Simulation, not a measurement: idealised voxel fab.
The document below concerns the process module designated voxel gate over fins.
In the cross-section labelled cut, the width is 270 nm and each square cell is 5 nm.
Just so we're on the same page, the cross-sections are grids of square cells, and they're listed out in bands top to bottom, each band one or more rows deep.
Look at the band entry: it leads with the top's height and the bottom's height in nm. Then it lists the materials left to right, with a width in nm for each. The word "everywhere" on a single material says that material fills the band edge to edge. The word "empty" is empty space.
Ref level 0: as-received wafer is one material below here. Bottom band extends down with no lower bound ("0 -> down").
Note: "30->40" means the width goes from the first number (top row of the band) to the second number (bottom row) in equal steps per row of cells.
Given "left unchanged" for a step, no cell of the cross-section differs between before and after that step.
Reported under the label "Enclosed void listing" are the empty spaces having no open way to the top and comprising 8 cells or more; the notation for each is width x height at distance, in which the distance is measured from the left edge and all three values are in nm.
Heads up: the bit after the settings on a step's line is the simulator's remark on that step.
Each step line may optionally specify "overlay nm", which for a step with a mask gives the rightward distance between the mask's planned place and where it lay, a negative value indicating the leftward direction.

# The following list gives the planned process steps
1: RECEIVE: material Si
2: CONFORMAL_DEP: material SiN, thk nm 10
3: PATTERN: tone cover, mask id FINS, material resist, width nm 15, pitch nm 40, thk nm 20, overlay nm 0
4: DIRECTIONAL_ETCH: etch materials SiN, depth nm 10
5: DIRECTIONAL_ETCH: etch materials Si, depth nm 35
6: STRIP: etch materials resist
7: FILL_DEP: material SiO2, thk nm 15
8: CMP: height nm 10
9: SELECTIVE_ETCH: etch materials SiO2, depth nm 20
10: STRIP: etch materials SiN
11: CONFORMAL_DEP: material HfO2, thk nm 5
12: CONFORMAL_DEP: material TiN, thk nm 5
13: CONFORMAL_DEP: material TiAl, thk nm 5
14: CONFORMAL_DEP: material TiN, thk nm 5
15: FILL_DEP: material W, thk nm 10
16: CMP: height nm 25
17: CONFORMAL_DEP: material SiCN, thk nm 10

# Wafer at receipt (post step 1), cross-section
* 0 -> down = Si everywhere
* Enclosed void listing: none

# Cross-section, first of two wafers, end of module, run as planned
* 35 -> 25 = SiCN everywhere
* 25 -> 20 = W everywhere
* 20 -> 15 = 65 nm W  135 nm TiN  70 nm W
* 15 -> 10 = 65 nm W  5 nm TiN  125 nm TiAl  5 nm TiN  70 nm W
* 10 -> 5 = 70 nm TiN  5 nm TiAl  35 nm TiN  5 nm TiAl  35 nm TiN  5 nm TiAl  35 nm TiN  5 nm TiAl  75 nm TiN
* 5 -> 0 = 75 nm TiAl  5 nm TiN  25 nm HfO2  5 nm TiN  5 nm TiAl  5 nm TiN  25 nm HfO2  5 nm TiN  5 nm TiAl  5 nm TiN  25 nm HfO2  5 nm TiN  80 nm TiAl
* 0 -> -5 = 80 nm TiN  5 nm HfO2  15 nm Si  5 nm HfO2  15 nm TiN  5 nm HfO2  15 nm Si  5 nm HfO2  15 nm TiN  5 nm HfO2  15 nm Si  5 nm HfO2  85 nm TiN
* -5 -> -10 = 85 nm HfO2  15 nm Si  25 nm HfO2  15 nm Si  25 nm HfO2  15 nm Si  90 nm HfO2
* -10 -> -35 = 85 nm SiO2  15 nm Si  25 nm SiO2  15 nm Si  25 nm SiO2  15 nm Si  90 nm SiO2
* -35 -> down = Si everywhere
* Enclosed void listing: none

# Presented here is a cross-section of the second of the two wafers as it stood at the end of the module. It was started in the same manner and assigned the same plan as the first wafer; however, one mistake was made in its execution
* 35 -> 25 = SiCN everywhere
* 25 -> 20 = W everywhere
* 20 -> 15 = 65 nm W  135 nm TiN  70 nm W
* 15 -> 10 = 65 nm W  5 nm TiN  125 nm TiAl  5 nm TiN  70 nm W
* 10 -> 5 = 70 nm TiN  5 nm TiAl  35 nm TiN  5 nm TiAl  35 nm TiN  5 nm TiAl  35 nm TiN  5 nm TiAl  75 nm TiN
* 5 -> 0 = 75 nm TiAl  5 nm TiN  25 nm HfO2  5 nm TiN  5 nm TiAl  5 nm TiN  25 nm HfO2  5 nm TiN  5 nm TiAl  5 nm TiN  25 nm HfO2  5 nm TiN  80 nm TiAl
* 0 -> -5 = 80 nm TiN  5 nm HfO2  15 nm Si  5 nm HfO2  5 nm TiN  5 nm TiAl  5 nm TiN  5 nm HfO2  15 nm Si  5 nm HfO2  5 nm TiN  5 nm TiAl  5 nm TiN  5 nm HfO2  15 nm Si  5 nm HfO2  85 nm TiN
* -5 -> -10 = 70 nm HfO2  10 nm TiN  5 nm HfO2  15 nm Si  5 nm HfO2  5 nm TiN  5 nm TiAl  5 nm TiN  5 nm HfO2  15 nm Si  5 nm HfO2  5 nm TiN  5 nm TiAl  5 nm TiN  5 nm HfO2  15 nm Si  5 nm HfO2  10 nm TiN  75 nm HfO2
* -10 -> -15 = 65 nm SiO2  5 nm HfO2  10 nm TiN  5 nm HfO2  15 nm Si  5 nm HfO2  15 nm TiN  5 nm HfO2  15 nm Si  5 nm HfO2  15 nm TiN  5 nm HfO2  15 nm Si  5 nm HfO2  10 nm TiN  5 nm HfO2  70 nm SiO2
* -15 -> -20 = 65 nm SiO2  20 nm HfO2  15 nm Si  25 nm HfO2  15 nm Si  25 nm HfO2  15 nm Si  20 nm HfO2  70 nm SiO2
* -20 -> -35 = 85 nm SiO2  15 nm Si  25 nm SiO2  15 nm Si  25 nm SiO2  15 nm Si  90 nm SiO2
* -35 -> down = Si everywhere
* Enclosed void listing: none
What was done differently from what was planned? steps 9 and 10 run out of order (swapped)
Heads up, by the end the second wafer has more or fewer cells of some materials compared to the first: +16 HfO2; -36 SiO2; +4 TiAl; +16 TiN
